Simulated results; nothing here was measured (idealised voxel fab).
Process module heading - voxel capacitor over wiring
The width of the displayed cross-section, cut, is 225 nm; its cells are square, with a size of 5 nm.
If you're reading a cross-section in this doc, picture square cells in a grid; it comes to you as bands, top ones listed first down to the bottom, and a band can be one or more rows of cells.
A band entry consists of two parts. The first gives the height of the band's top and the height of its bottom, in nm. The rest lists the band's materials from left to right, each with its width in nm. A single material labelled with the word "full width" fills the band from edge to edge, and the word "air" marks empty space.
Height reference: 0 = level under which incoming wafer is all one material. Lowest band: no bottom, runs on downward, e.g. "0 down".
You'd read "30 to 40" like this: the band's top row of cells is as wide as the first number, its bottom row is as wide as the second, and going down, every row changes width by the same amount as the row before did.
Where the words "changes: none" appear for a step, the cross-section shows no cell changed by that step; every cell remained as before.
The list in "Closed void roster" covers empty spaces of 8 cells or more that cannot reach the top through any open way, and it gives each as width x height at distance; the distance is from the left edge, and width, height and distance are in nm.
Step line, after settings: the simulator's comment on this step.
overlay nm: mask offset rightward from planned place, masked step; negative means leftward offset.

**Planned process steps**
1) RECEIVE,material Si
2) CONFORMAL_DEP,material SiO2,thk nm 10
3) CONFORMAL_DEP,material SiN,thk nm 5
4) DIRECTIONAL_DEP,material lowk,thk nm 25
5) DIRECTIONAL_DEP,material aC,thk nm 15
6) PATTERN,tone open,mask id METAL_1,material resist,width nm 25,pitch nm 80,thk nm 30,overlay nm 0
7) DIRECTIONAL_ETCH,etch materials aC,depth nm 15
8) STRIP,etch materials resist
9) DIRECTIONAL_ETCH,etch materials lowk,depth nm 25
10) DIRECTIONAL_ETCH,etch materials SiN,depth nm 5
11) STRIP,etch materials aC
12) CONFORMAL_DEP,material TiN,thk nm 5
13) FILL_DEP,material Ru,thk nm 5
14) CMP,height nm 40
15) EPI,material Ru,thk nm 5
16) FILL_DEP,material SiCN,thk nm 5
17) DIRECTIONAL_DEP,material lowk,thk nm 20
18) DIRECTIONAL_DEP,material aC,thk nm 10
19) PATTERN,tone open,mask id PLUG_1,material resist,width nm 15,thk nm 25,overlay nm 0
20) DIRECTIONAL_ETCH,etch materials aC,depth nm 10
21) STRIP,etch materials resist
22) DIRECTIONAL_ETCH,etch materials lowk,depth nm 20
23) DIRECTIONAL_ETCH,etch materials SiCN,depth nm 5
24) STRIP,etch materials aC
25) EPI,material Ru,thk nm 10
26) EPI,material Ru,thk nm 10
27) EPI,material Ru,thk nm 5
28) DIRECTIONAL_DEP,material TiN,thk nm 10
29) DIRECTIONAL_DEP,material HfO2,thk nm 5
30) DIRECTIONAL_DEP,material TiN,thk nm 10
31) MASKED_ETCH,tone cover,mask id UPPER_PLATE,width nm 60,etch materials TiN,depth nm 10,overlay nm 0
32) MASKED_ETCH,tone cover,mask id UPPER_PLATE,width nm 60,etch materials HfO2,depth nm 5,overlay nm 0
33) MASKED_ETCH,tone cover,mask id LOWER_PLATE,width nm 70,etch materials TiN,depth nm 10,overlay nm 0
34) FILL_DEP,material SiO2,thk nm 15
35) CMP,height nm 105
36) MASKED_ETCH,tone open,mask id PLUG_2,width nm 15,etch materials SiO2,depth nm 10,overlay nm 0
37) CONFORMAL_DEP,material TiN,thk nm 5
38) FILL_DEP,material W,thk nm 10
39) CMP,height nm 105
40) CONFORMAL_DEP,material SiCN,thk nm 5

**Cross-section: wafer on arrival = after step 1**
  0 down  Si full width
  Closed void roster: none

**What the wafer looks like in cross-section after this module, when it starts as shown above and follows the plan above but one mistake is made in running it**
  110 to 105  SiCN full width
  105 to 100  SiO2=80 | TiN=5 | W=5 | TiN=5 | SiO2=130
  100 to 95  SiO2=80 | TiN=15 | SiO2=130
  95 to 85  SiO2=70 | TiN=60 | SiO2=95
  85 to 80  SiO2=70 | HfO2=60 | SiO2=95
  80 to 70  SiO2=65 | TiN=70 | SiO2=90
  70 to 50  lowk=70 | Ru=15 | lowk=140
  50 to 45  SiCN=70 | Ru=15 | SiCN=140
  45 to 40  SiCN=65 | Ru=35 | SiCN=45 | Ru=35 | SiCN=45
  40 to 15  lowk=70 | TiN=5 | Ru=15 | TiN=5 | lowk=55 | TiN=5 | Ru=15 | TiN=5 | lowk=50
  15 to 10  SiN=70 | TiN=25 | SiN=55 | TiN=25 | SiN=50
  10 to 0  SiO2 full width
  0 down  Si full width
  Closed void roster: none
Finding, execution versus plan: step 6 went in with a setting other than planned; the actual run was PATTERN,tone open,mask id METAL_1,material resist,width nm 25,pitch nm 80,thk nm 30,overlay nm 10
